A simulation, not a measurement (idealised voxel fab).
Name of the process module below: voxel self aligned contacts
Pictured: cross-section cut, 170 nm wide, on a grid of 5 nm square cells.
Cross-section, as written here: a square-cell grid given band by band from the top down, where a band holds one or more rows of cells.
It is stipulated that each band's entry specify, in nanometres, the height of the top of the band and then that of its bottom, followed by the materials of the band in left-to-right sequence, each together with its width in nanometres. A single material marked by the word "all across" is understood to fill the band from edge to edge; the word "air" is understood to denote empty space.
Heads up on the height convention: 0 is the point under which the incoming wafer is all one material, and the lowest band has no bottom, it just keeps going down, like "top 0, no bottom".
Width "30..40": first value at the band's top row of cells, second value at its bottom row, equal change from row to row.
"nothing was modified" (step): cross-section cells unchanged, all of them.
This entry, "Sealed void listing", enumerates those empty regions of no fewer than 8 cells that possess no open connection to the top. Each region is reported in the form width x height at distance, the distance being taken from the left edge, with all three quantities expressed in nm.
If you see something after the settings on a step's line, that's the simulator's own remark about that step.
Steps that use a mask can have "overlay nm" on their line. It says how far the mask sat to the right of where it was meant to be. Negative means to the left.
Reading guide: pairs of cross-sections, before and after one process step; after view cut off at lowest changed band; step and settings listed under each pair. Pairs may stem from different runs of this module on the same starting wafer; continuity with the pair above only where the "Pre-process state" entry states it.

# Pre-process state
    top 55, bottom 45 = SiO2: 60, air: 45, SiO2: 65
    top 45, bottom 25 = SiO2: 25, SiN: 50, air: 15, SiN: 50, SiO2: 30
    top 25, bottom 10 = SiO2: 25, SiN: 10, polySi: 30, SiN: 10, air: 15, SiN: 10, polySi: 30, SiN: 10, SiO2: 30
    top 10, bottom 0 = SiN: 35, polySi: 30, SiN: 35, polySi: 30, SiN: 40
    top 0, bottom -5 = SiO2 all across
    top -5, no bottom = Si all across
    Sealed void listing: none

# Sectional View, Post-Process
    top 60, bottom 55 = TiN: 65, air: 35, TiN: 70
    top 55, bottom 45 = SiO2: 60, TiN: 5..20, air: 35..5, TiN: 5..20, SiO2: 65
    top 45, bottom 25 = SiO2: 25, SiN: 50, TiN: 5, air: 5, TiN: 5, SiN: 50, SiO2: 30
    top 25, bottom 15 = SiO2: 25, SiN: 10, polySi: 30, SiN: 10, TiN: 5, air: 5, TiN: 5, SiN: 10, polySi: 30, SiN: 10, SiO2: 30
    top 15, bottom 10 = SiO2: 25, SiN: 10, polySi: 30, SiN: 10, TiN: 15, SiN: 10, polySi: 30, SiN: 10, SiO2: 30
    For the remainder of the cross-section, below 10, there is no change.
    Sealed void listing: none
Can you say which step sits between the two cross-sections above? CONFORMAL_DEP with material TiN, thk nm 5

Pre-process state: as in the pair right above, post-step view.

# Sectional View, Post-Process
    top 70, bottom 60 = Ru all across
    top 60, bottom 55 = TiN: 65, Ru: 35, TiN: 70
    top 55, bottom 45 = SiO2: 60, TiN: 5..20, Ru: 35..5, TiN: 5..20, SiO2: 65
    top 45, bottom 25 = SiO2: 25, SiN: 50, TiN: 5, Ru: 5, TiN: 5, SiN: 50, SiO2: 30
    top 25, bottom 15 = SiO2: 25, SiN: 10, polySi: 30, SiN: 10, TiN: 5, Ru: 5, TiN: 5, SiN: 10, polySi: 30, SiN: 10, SiO2: 30
    For the remainder of the cross-section, below 15, there is no change.
    Sealed void listing: none
Can you say which step sits between the two cross-sections above? FILL_DEP with material Ru, thk nm 10

Pre-process state: as in the pair right above, post-step view.

# Sectional View, Post-Process
    top 55, bottom 45 = SiO2: 60, TiN: 5..20, Ru: 35..5, TiN: 5..20, SiO2: 65
    For the remainder of the cross-section, below 45, there is no change.
    Sealed void listing: none
Can you say which step sits between the two cross-sections above? CMP with height nm 55

Pre-process state: as in the pair right above, post-step view.

# Sectional View, Post-Process
    top 60, bottom 55 = SiCN all across
    For the remainder of the cross-section, below 55, there is no change.
    Sealed void listing: none
Can you say which step sits between the two cross-sections above? CONFORMAL_DEP with material SiCN, thk nm 5

# Pre-process state
    top 70, bottom 60 = Ru all across
    top 60, bottom 55 = TiN: 65, Ru: 35, TiN: 70
    top 55, bottom 45 = SiO2: 60, TiN: 5..20, Ru: 35..5, TiN: 5..20, SiO2: 65
    top 45, bottom 25 = SiO2: 25, SiN: 50, TiN: 5, Ru: 5, TiN: 5, SiN: 50, SiO2: 30
    top 25, bottom 0 = SiO2: 25, SiN: 10, polySi: 30, SiN: 10, TiN: 5, Ru: 5, TiN: 5, SiN: 10, polySi: 30, SiN: 10, SiO2: 30
    top 0, bottom -5 = SiO2: 75, TiN: 15, SiO2: 80
    top -5, no bottom = Si all across
    Sealed void listing: none

# Sectional View, Post-Process
    top 60, bottom 55 = TiN: 65, Ru: 35, TiN: 70
    For the remainder of the cross-section, below 55, there is no change.
    Sealed void listing: none
Can you say which step sits between the two cross-sections above? CMP with height nm 60

Pre-process state: as in the pair right above, post-step view.

# Sectional View, Post-Process
    top 65, bottom 60 = SiCN all across
    For the remainder of the cross-section, below 60, there is no change.
    Sealed void listing: none
Can you say which step sits between the two cross-sections above? CONFORMAL_DEP with material SiCN, thk nm 5

# Pre-process state
    top 55, bottom 45 = aC all across
    top 45, bottom 25 = SiN all across
    top 25, bottom 0 = polySi all across
    top 0, bottom -5 = SiO2 all across
    top -5, no bottom = Si all across
    Sealed void listing: none

# Sectional View, Post-Process
    top 85, bottom 55 = air: 30, resist: 40, air: 25, resist: 40, air: 35
    For the remainder of the cross-section, below 55, there is no change.
    Sealed void listing: none
Can you say which step sits between the two cross-sections above? PATTERN with tone cover, mask id GATE, material resist, width nm 40, pitch nm 65, thk nm 30, overlay nm 0

Pre-process state: as in the pair right above, post-step view.

# Sectional View, Post-Process
    top 75, bottom 55 = air: 30, resist: 40, air: 25, resist: 40, air: 35
    top 55, bottom 45 = air: 30, aC: 40, air: 25, aC: 40, air: 35
    For the remainder of the cross-section, below 45, there is no change.
    Sealed void listing: none
Can you say which step sits between the two cross-sections above? DIRECTIONAL_ETCH with etch materials aC, depth nm 10

Pre-process state: as in the pair right above, post-step view.

# Sectional View, Post-Process
    top 55, bottom 45 = air: 30, aC: 40, air: 25, aC: 40, air: 35
    For the remainder of the cross-section, below 45, there is no change.
    Sealed void listing: none
Can you say which step sits between the two cross-sections above? STRIP with etch materials resist

Pre-process state: as in the pair right above, post-step view.

# Sectional View, Post-Process
    top 55, bottom 45 = air: 30, aC: 40, air: 25, aC: 40, air: 35
    top 45, bottom 25 = air: 30, SiN: 40, air: 25, SiN: 40, air: 35
    For the remainder of the cross-section, below 25, there is no change.
    Sealed void listing: none
Can you say which step sits between the two cross-sections above? DIRECTIONAL_ETCH with etch materials SiN, depth nm 20

Pre-process state: as in the pair right above, post-step view.

# Sectional View, Post-Process
    top 55, bottom 45 = air: 30, aC: 40, air: 25, aC: 40, air: 35
    top 45, bottom 25 = air: 30, SiN: 40, air: 25, SiN: 40, air: 35
    top 25, bottom 0 = air: 30, polySi: 40, air: 25, polySi: 40, air: 35
    For the remainder of the cross-section, below 0, there is no change.
    Sealed void listing: none
Can you say which step sits between the two cross-sections above? DIRECTIONAL_ETCH with etch materials polySi, depth nm 25

Pre-process state: as in the pair right above, post-step view.

# Sectional View, Post-Process
    top 45, bottom 25 = air: 30, SiN: 40, air: 25, SiN: 40, air: 35
    For the remainder of the cross-section, below 25, there is no change.
    Sealed void listing: none
Can you say which step sits between the two cross-sections above? STRIP with etch materials aC

Pre-process state: as in the pair right above, post-step view.

# Sectional View, Post-Process
    top 55, bottom 25 = air: 20, SiN: 60, air: 5, SiN: 60, air: 25
    top 25, bottom 10 = air: 20, SiN: 10, polySi: 40, SiN: 10, air: 5, SiN: 10, polySi: 40, SiN: 10, air: 25
    top 10, bottom 0 = SiN: 30, polySi: 40, SiN: 25, polySi: 40, SiN: 35
    For the remainder of the cross-section, below 0, there is no change.
    Sealed void listing: none
Can you say which step sits between the two cross-sections above? CONFORMAL_DEP with material SiN, thk nm 10

Pre-process state: as in the pair right above, post-step view.

# Sectional View, Post-Process
    top 45, bottom 25 = air: 20, SiN: 60, air: 5, SiN: 60, air: 25
    top 25, bottom 0 = air: 20, SiN: 10, polySi: 40, SiN: 10, air: 5, SiN: 10, polySi: 40, SiN: 10, air: 25
    For the remainder of the cross-section, below 0, there is no change.
    Sealed void listing: none
Can you say which step sits between the two cross-sections above? DIRECTIONAL_ETCH with etch materials SiN, depth nm 10

Pre-process state: as in the pair right above, post-step view.

# Sectional View, Post-Process
    top 65, bottom 45 = SiO2 all across
    top 45, bottom 25 = SiO2: 20, SiN: 60, SiO2: 5, SiN: 60, SiO2: 25
    top 25, bottom 0 = SiO2: 20, SiN: 10, polySi: 40, SiN: 10, SiO2: 5, SiN: 10, polySi: 40, SiN: 10, SiO2: 25
    For the remainder of the cross-section, below 0, there is no change.
    Sealed void listing: none
Can you say which step sits between the two cross-sections above? FILL_DEP with material SiO2, thk nm 20

Pre-process state: as in the pair right above, post-step view.

# Sectional View, Post-Process
    top 55, bottom 45 = SiO2 all across
    For the remainder of the cross-section, below 45, there is no change.
    Sealed void listing: none
Can you say which step sits between the two cross-sections above? CMP with height nm 55

Pre-process state: as in the pair right above, post-step view.

# Sectional View, Post-Process
    top 65, bottom 55 = aC all across
    For the remainder of the cross-section, below 55, there is no change.
    Sealed void listing: none
Can you say which step sits between the two cross-sections above? DIRECTIONAL_DEP with material aC, thk nm 10

Pre-process state: as in the pair right above, post-step view.

# Sectional View, Post-Process
    top 90, bottom 65 = resist: 60, air: 45, resist: 65
    For the remainder of the cross-section, below 65, there is no change.
    Sealed void listing: none
Can you say which step sits between the two cross-sections above? PATTERN with tone open, mask id CONTACT, material resist, width nm 45, thk nm 25, overlay nm 0

Pre-process state: as in the pair right above, post-step view.

# Sectional View, Post-Process
    top 80, bottom 65 = resist: 60, air: 45, resist: 65
    top 65, bottom 55 = aC: 60, air: 45, aC: 65
    For the remainder of the cross-section, below 55, there is no change.
    Sealed void listing: none
Can you say which step sits between the two cross-sections above? DIRECTIONAL_ETCH with etch materials aC, depth nm 10

Pre-process state: as in the pair right above, post-step view.

# Sectional View, Post-Process
    top 65, bottom 55 = aC: 60, air: 45, aC: 65
    For the remainder of the cross-section, below 55, there is no change.
    Sealed void listing: none
Can you say which step sits between the two cross-sections above? STRIP with etch materials resist

Pre-process state: as in the pair right above, post-step view.

# Sectional View, Post-Process
    top 65, bottom 55 = aC: 60, air: 45, aC: 65
    top 55, bottom 45 = SiO2: 60, air: 45, SiO2: 65
    top 45, bottom 25 = SiO2: 20, SiN: 60, air: 5, SiN: 60, SiO2: 25
    top 25, bottom 0 = SiO2: 20, SiN: 10, polySi: 40, SiN: 10, air: 5, SiN: 10, polySi: 40, SiN: 10, SiO2: 25
    top 0, bottom -5 = SiO2: 80, air: 5, SiO2: 85
    For the remainder of the cross-section, below -5, there is no change.
    Sealed void listing: none
Can you say which step sits between the two cross-sections above? DIRECTIONAL_ETCH with etch materials SiO2, depth nm 60

Pre-process state: as in the pair right above, post-step view.

# Sectional View, Post-Process
    top 55, bottom 45 = SiO2: 60, air: 45, SiO2: 65
    For the remainder of the cross-section, below 45, there is no change.
    Sealed void listing: none
Can you say which step sits between the two cross-sections above? STRIP with etch materials aC

Pre-process state: as in the pair right above, post-step view.

# Sectional View, Post-Process
    top 60, bottom 55 = TiN: 65, air: 35, TiN: 70
    top 55, bottom 50 = SiO2: 60, TiN: 5, air: 35, TiN: 5, SiO2: 65
    top 50, bottom 45 = SiO2: 60, TiN: 45, SiO2: 65
    top 45, bottom 25 = SiO2: 20, SiN: 60, TiN: 5, SiN: 60, SiO2: 25
    top 25, bottom 0 = SiO2: 20, SiN: 10, polySi: 40, SiN: 10, TiN: 5, SiN: 10, polySi: 40, SiN: 10, SiO2: 25
    top 0, bottom -5 = SiO2: 80, TiN: 5, SiO2: 85
    For the remainder of the cross-section, below -5, there is no change.
    Sealed void listing: none
Can you say which step sits between the two cross-sections above? CONFORMAL_DEP with material TiN, thk nm 5

Pre-process state: as in the pair right above, post-step view.

# Sectional View, Post-Process
    top 70, bottom 60 = Ru all across
    top 60, bottom 55 = TiN: 65, Ru: 35, TiN: 70
    top 55, bottom 50 = SiO2: 60, TiN: 5, Ru: 35, TiN: 5, SiO2: 65
    For the remainder of the cross-section, below 50, there is no change.
    Sealed void listing: none
Can you say which step sits between the two cross-sections above? FILL_DEP with material Ru, thk nm 10

Pre-process state: as in the pair right above, post-step view.

# Sectional View, Post-Process
    top 55, bottom 50 = SiO2: 60, TiN: 5, Ru: 35, TiN: 5, SiO2: 65
    For the remainder of the cross-section, below 50, there is no change.
    Sealed void listing: none
Can you say which step sits between the two cross-sections above? CMP with height nm 55

Pre-process state: as in the pair right above, post-step view.

# Sectional View, Post-Process
    top 60, bottom 55 = SiCN all across
    For the remainder of the cross-section, below 55, there is no change.
    Sealed void listing: none
Can you say which step sits between the two cross-sections above? CONFORMAL_DEP with material SiCN, thk nm 5

# Pre-process state
    top 55, bottom 45 = aC all across
    top 45, bottom 25 = SiN all across
    top 25, bottom 0 = polySi all across
    top 0, bottom -5 = SiO2 all across
    top -5, no bottom = Si all across
    Sealed void listing: none

# Sectional View, Post-Process
    top 85, bottom 55 = air: 25, resist: 30, air: 35, resist: 30, air: 50
    For the remainder of the cross-section, below 55, there is no change.
    Sealed void listing: none
Can you say which step sits between the two cross-sections above? PATTERN with tone cover, mask id GATE, material resist, width nm 30, pitch nm 65, thk nm 30, overlay nm -10

Pre-process state: as in the pair right above, post-step view.

# Sectional View, Post-Process
    top 75, bottom 55 = air: 25, resist: 30, air: 35, resist: 30, air: 50
    top 55, bottom 45 = air: 25, aC: 30, air: 35, aC: 30, air: 50
    For the remainder of the cross-section, below 45, there is no change.
    Sealed void listing: none
Can you say which step sits between the two cross-sections above? DIRECTIONAL_ETCH with etch materials aC, depth nm 10

Pre-process state: as in the pair right above, post-step view.

# Sectional View, Post-Process
    top 55, bottom 45 = air: 25, aC: 30, air: 35, aC: 30, air: 50
    For the remainder of the cross-section, below 45, there is no change.
    Sealed void listing: none
Can you say which step sits between the two cross-sections above? STRIP with etch materials resist

Pre-process state: as in the pair right above, post-step view.

# Sectional View, Post-Process
    top 55, bottom 45 = air: 25, aC: 30, air: 35, aC: 30, air: 50
    top 45, bottom 25 = air: 25, SiN: 30, air: 35, SiN: 30, air: 50
    For the remainder of the cross-section, below 25, there is no change.
    Sealed void listing: none
Can you say which step sits between the two cross-sections above? DIRECTIONAL_ETCH with etch materials SiN, depth nm 20

Pre-process state: as in the pair right above, post-step view.

# Sectional View, Post-Process
    top 55, bottom 45 = air: 25, aC: 30, air: 35, aC: 30, air: 50
    top 45, bottom 25 = air: 25, SiN: 30, air: 35, SiN: 30, air: 50
    top 25, bottom 0 = air: 25, polySi: 30, air: 35, polySi: 30, air: 50
    For the remainder of the cross-section, below 0, there is no change.
    Sealed void listing: none
Can you say which step sits between the two cross-sections above? DIRECTIONAL_ETCH with etch materials polySi, depth nm 25

Pre-process state: as in the pair right above, post-step view.

# Sectional View, Post-Process
    top 45, bottom 25 = air: 25, SiN: 30, air: 35, SiN: 30, air: 50
    For the remainder of the cross-section, below 25, there is no change.
    Sealed void listing: none
Can you say which step sits between the two cross-sections above? STRIP with etch materials aC

Pre-process state: as in the pair right above, post-step view.

# Sectional View, Post-Process
    top 55, bottom 25 = air: 15, SiN: 50, air: 15, SiN: 50, air: 40
    top 25, bottom 10 = air: 15, SiN: 10, polySi: 30, SiN: 10, air: 15, SiN: 10, polySi: 30, SiN: 10, air: 40
    top 10, bottom 0 = SiN: 25, polySi: 30, SiN: 35, polySi: 30, SiN: 50
    For the remainder of the cross-section, below 0, there is no change.
    Sealed void listing: none
Can you say which step sits between the two cross-sections above? CONFORMAL_DEP with material SiN, thk nm 10

Pre-process state: as in the pair right above, post-step view.

# Sectional View, Post-Process
    top 45, bottom 25 = air: 15, SiN: 50, air: 15, SiN: 50, air: 40
    top 25, bottom 0 = air: 15, SiN: 10, polySi: 30, SiN: 10, air: 15, SiN: 10, polySi: 30, SiN: 10, air: 40
    For the remainder of the cross-section, below 0, there is no change.
    Sealed void listing: none
Can you say which step sits between the two cross-sections above? DIRECTIONAL_ETCH with etch materials SiN, depth nm 10

Pre-process state: as in the pair right above, post-step view.

# Sectional View, Post-Process
    top 65, bottom 45 = SiO2 all across
    top 45, bottom 25 = SiO2: 15, SiN: 50, SiO2: 15, SiN: 50, SiO2: 40
    top 25, bottom 0 = SiO2: 15, SiN: 10, polySi: 30, SiN: 10, SiO2: 15, SiN: 10, polySi: 30, SiN: 10, SiO2: 40
    For the remainder of the cross-section, below 0, there is no change.
    Sealed void listing: none
Can you say which step sits between the two cross-sections above? FILL_DEP with material SiO2, thk nm 20

Pre-process state: as in the pair right above, post-step view.

# Sectional View, Post-Process
    top 55, bottom 45 = SiO2 all across
    For the remainder of the cross-section, below 45, there is no change.
    Sealed void listing: none
Can you say which step sits between the two cross-sections above? CMP with height nm 55

Pre-process state: as in the pair right above, post-step view.

# Sectional View, Post-Process
    top 65, bottom 55 = aC all across
    For the remainder of the cross-section, below 55, there is no change.
    Sealed void listing: none
Can you say which step sits between the two cross-sections above? DIRECTIONAL_DEP with material aC, thk nm 10

Pre-process state: as in the pair right above, post-step view.

# Sectional View, Post-Process
    top 90, bottom 65 = resist: 60, air: 45, resist: 65
    For the remainder of the cross-section, below 65, there is no change.
    Sealed void listing: none
Can you say which step sits between the two cross-sections above? PATTERN with tone open, mask id CONTACT, material resist, width nm 45, thk nm 25, overlay nm 0

Pre-process state: as in the pair right above, post-step view.

# Sectional View, Post-Process
    top 80, bottom 65 = resist: 60, air: 45, resist: 65
    top 65, bottom 55 = aC: 60, air: 45, aC: 65
    For the remainder of the cross-section, below 55, there is no change.
    Sealed void listing: none
Can you say which step sits between the two cross-sections above? DIRECTIONAL_ETCH with etch materials aC, depth nm 10

Pre-process state: as in the pair right above, post-step view.

# Sectional View, Post-Process
    top 65, bottom 55 = aC: 60, air: 45, aC: 65
    For the remainder of the cross-section, below 55, there is no change.
    Sealed void listing: none
Can you say which step sits between the two cross-sections above? STRIP with etch materials resist

Pre-process state: as in the pair right above, post-step view.

# Sectional View, Post-Process
    top 65, bottom 55 = aC: 60, air: 45, aC: 65
    top 55, bottom 45 = SiO2: 60, air: 45, SiO2: 65
    top 45, bottom 25 = SiO2: 15, SiN: 50, air: 15, SiN: 50, SiO2: 40
    top 25, bottom 0 = SiO2: 15, SiN: 10, polySi: 30, SiN: 10, air: 15, SiN: 10, polySi: 30, SiN: 10, SiO2: 40
    top 0, bottom -5 = SiO2: 65, air: 15, SiO2: 90
    For the remainder of the cross-section, below -5, there is no change.
    Sealed void listing: none
Can you say which step sits between the two cross-sections above? DIRECTIONAL_ETCH with etch materials SiO2, depth nm 60

Pre-process state: as in the pair right above, post-step view.

# Sectional View, Post-Process
    top 55, bottom 45 = SiO2: 60, air: 45, SiO2: 65
    For the remainder of the cross-section, below 45, there is no change.
    Sealed void listing: none
Can you say which step sits between the two cross-sections above? STRIP with etch materials aC

Pre-process state: as in the pair right above, post-step view.

# Sectional View, Post-Process
    top 60, bottom 55 = TiN: 65, air: 35, TiN: 70
    top 55, bottom 45 = SiO2: 60, TiN: 5..10, air: 35..5, TiN: 5..30, SiO2: 65
    top 45, bottom 25 = SiO2: 15, SiN: 50, TiN: 5, air: 5, TiN: 5, SiN: 50, SiO2: 40
    top 25, bottom 0 = SiO2: 15, SiN: 10, polySi: 30, SiN: 10, TiN: 5, air: 5, TiN: 5, SiN: 10, polySi: 30, SiN: 10, SiO2: 40
    top 0, bottom -5 = SiO2: 65, TiN: 15, SiO2: 90
    For the remainder of the cross-section, below -5, there is no change.
    Sealed void listing: none
Can you say which step sits between the two cross-sections above? CONFORMAL_DEP with material TiN, thk nm 5

Pre-process state: as in the pair right above, post-step view.

# Sectional View, Post-Process
    top 70, bottom 60 = Ru all across
    top 60, bottom 55 = TiN: 65, Ru: 35, TiN: 70
    top 55, bottom 45 = SiO2: 60, TiN: 5..10, Ru: 35..5, TiN: 5..30, SiO2: 65
    top 45, bottom 25 = SiO2: 15, SiN: 50, TiN: 5, Ru: 5, TiN: 5, SiN: 50, SiO2: 40
    top 25, bottom 0 = SiO2: 15, SiN: 10, polySi: 30, SiN: 10, TiN: 5, Ru: 5, TiN: 5, SiN: 10, polySi: 30, SiN: 10, SiO2: 40
    For the remainder of the cross-section, below 0, there is no change.
    Sealed void listing: none
Can you say which step sits between the two cross-sections above? FILL_DEP with material Ru, thk nm 10

Pre-process state: as in the pair right above, post-step view.

# Sectional View, Post-Process
    top 55, bottom 45 = SiO2: 60, TiN: 5..10, Ru: 35..5, TiN: 5..30, SiO2: 65
    For the remainder of the cross-section, below 45, there is no change.
    Sealed void listing: none
Can you say which step sits between the two cross-sections above? CMP with height nm 55

Pre-process state: as in the pair right above, post-step view.

# Sectional View, Post-Process
    top 60, bottom 55 = SiCN all across
    For the remainder of the cross-section, below 55, there is no change.
    Sealed void listing: none
Can you say which step sits between the two cross-sections above? CONFORMAL_DEP with material SiCN, thk nm 5

# Pre-process state
    top 55, bottom 45 = SiO2: 60, TiN: 5..20, Ru: 35..5, TiN: 5..20, SiO2: 65
    top 45, bottom 25 = SiO2: 25, SiN: 50, TiN: 5, Ru: 5, TiN: 5, SiN: 50, SiO2: 30
    top 25, bottom 0 = SiO2: 25, SiN: 10, polySi: 30, SiN: 10, TiN: 5, Ru: 5, TiN: 5, SiN: 10, polySi: 30, SiN: 10, SiO2: 30
    top 0, bottom -5 = SiO2: 75, TiN: 15, SiO2: 80
    top -5, no bottom = Si all across
    Sealed void listing: none

# Sectional View, Post-Process
    top 60, bottom 55 = polySi all across
    For the remainder of the cross-section, below 55, there is no change.
    Sealed void listing: none
Can you say which step sits between the two cross-sections above? CONFORMAL_DEP with material polySi, thk nm 5

# Pre-process state
    top 65, bottom 55 = aC all across
    top 55, bottom 45 = SiO2 all across
    top 45, bottom 25 = SiO2: 25, SiN: 50, SiO2: 15, SiN: 50, SiO2: 30
    top 25, bottom 0 = SiO2: 25, SiN: 10, polySi: 30, SiN: 10, SiO2: 15, SiN: 10, polySi: 30, SiN: 10, SiO2: 30
    top 0, bottom -5 = SiO2 all across
    top -5, no bottom = Si all across
    Sealed void listing: none

# Sectional View, Post-Process
    top 90, bottom 65 = air: 60, resist: 45, air: 65
    For the remainder of the cross-section, below 65, there is no change.
    Sealed void listing: none
Can you say which step sits between the two cross-sections above? PATTERN with tone cover, mask id CONTACT, material resist, width nm 45, thk nm 25, overlay nm 0

Pre-process state: as in the pair right above, post-step view.

# Sectional View, Post-Process
    top 80, bottom 65 = air: 60, resist: 45, air: 65
    top 65, bottom 55 = air: 60, aC: 45, air: 65
    For the remainder of the cross-section, below 55, there is no change.
    Sealed void listing: none
Can you say which step sits between the two cross-sections above? DIRECTIONAL_ETCH with etch materials aC, depth nm 10

Pre-process state: as in the pair right above, post-step view.

# Sectional View, Post-Process
    top 65, bottom 55 = air: 60, aC: 45, air: 65
    For the remainder of the cross-section, below 55, there is no change.
    Sealed void listing: none
Can you say which step sits between the two cross-sections above? STRIP with etch materials resist

Pre-process state: as in the pair right above, post-step view.

# Sectional View, Post-Process
    top 65, bottom 55 = air: 60, aC: 45, air: 65
    top 55, bottom 45 = air: 60, SiO2: 45, air: 65
    top 45, bottom 25 = air: 25, SiN: 50, SiO2: 15, SiN: 50, air: 30
    top 25, bottom 0 = air: 25, SiN: 10, polySi: 30, SiN: 10, SiO2: 15, SiN: 10, polySi: 30, SiN: 10, air: 30
    top 0, bottom -5 = air: 25, SiO2: 115, air: 30
    For the remainder of the cross-section, below -5, there is no change.
    Sealed void listing: none
Can you say which step sits between the two cross-sections above? DIRECTIONAL_ETCH with etch materials SiO2, depth nm 60

Pre-process state: as in the pair right above, post-step view.

# Sectional View, Post-Process
    top 55, bottom 45 = air: 60, SiO2: 45, air: 65
    For the remainder of the cross-section, below 45, there is no change.
    Sealed void listing: none
Can you say which step sits between the two cross-sections above? STRIP with etch materials aC

Pre-process state: as in the pair right above, post-step view.

# Sectional View, Post-Process
    top 60, bottom 55 = air: 55, TiN: 55, air: 60
    top 55, bottom 45 = air: 55..20, TiN: 5..40, SiO2: 45, TiN: 5..40, air: 60..25
    top 45, bottom 25 = air: 20, TiN: 5, SiN: 50, SiO2: 15, SiN: 50, TiN: 5, air: 25
    top 25, bottom 0 = air: 20, TiN: 5, SiN: 10, polySi: 30, SiN: 10, SiO2: 15, SiN: 10, polySi: 30, SiN: 10, TiN: 5, air: 25
    top 0, bottom -5 = TiN: 25, SiO2: 115, TiN: 30
    For the remainder of the cross-section, below -5, there is no change.
    Sealed void listing: none
Can you say which step sits between the two cross-sections above? CONFORMAL_DEP with material TiN, thk nm 5

Pre-process state: as in the pair right above, post-step view.

# Sectional View, Post-Process
    top 70, bottom 60 = Ru all across
    top 60, bottom 55 = Ru: 55, TiN: 55, Ru: 60
    top 55, bottom 45 = Ru: 55..20, TiN: 5..40, SiO2: 45, TiN: 5..40, Ru: 60..25
    top 45, bottom 25 = Ru: 20, TiN: 5, SiN: 50, SiO2: 15, SiN: 50, TiN: 5, Ru: 25
    top 25, bottom 0 = Ru: 20, TiN: 5, SiN: 10, polySi: 30, SiN: 10, SiO2: 15, SiN: 10, polySi: 30, SiN: 10, TiN: 5, Ru: 25
    For the remainder of the cross-section, below 0, there is no change.
    Sealed void listing: none
Can you say which step sits between the two cross-sections above? FILL_DEP with material Ru, thk nm 10

Pre-process state: as in the pair right above, post-step view.

# Sectional View, Post-Process
    top 55, bottom 45 = Ru: 55..20, TiN: 5..40, SiO2: 45, TiN: 5..40, Ru: 60..25
    For the remainder of the cross-section, below 45, there is no change.
    Sealed void listing: none
Can you say which step sits between the two cross-sections above? CMP with height nm 55

Pre-process state: as in the pair right above, post-step view.

# Sectional View, Post-Process
    top 60, bottom 55 = SiCN all across
    For the remainder of the cross-section, below 55, there is no change.
    Sealed void listing: none
Can you say which step sits between the two cross-sections above? CONFORMAL_DEP with material SiCN, thk nm 5
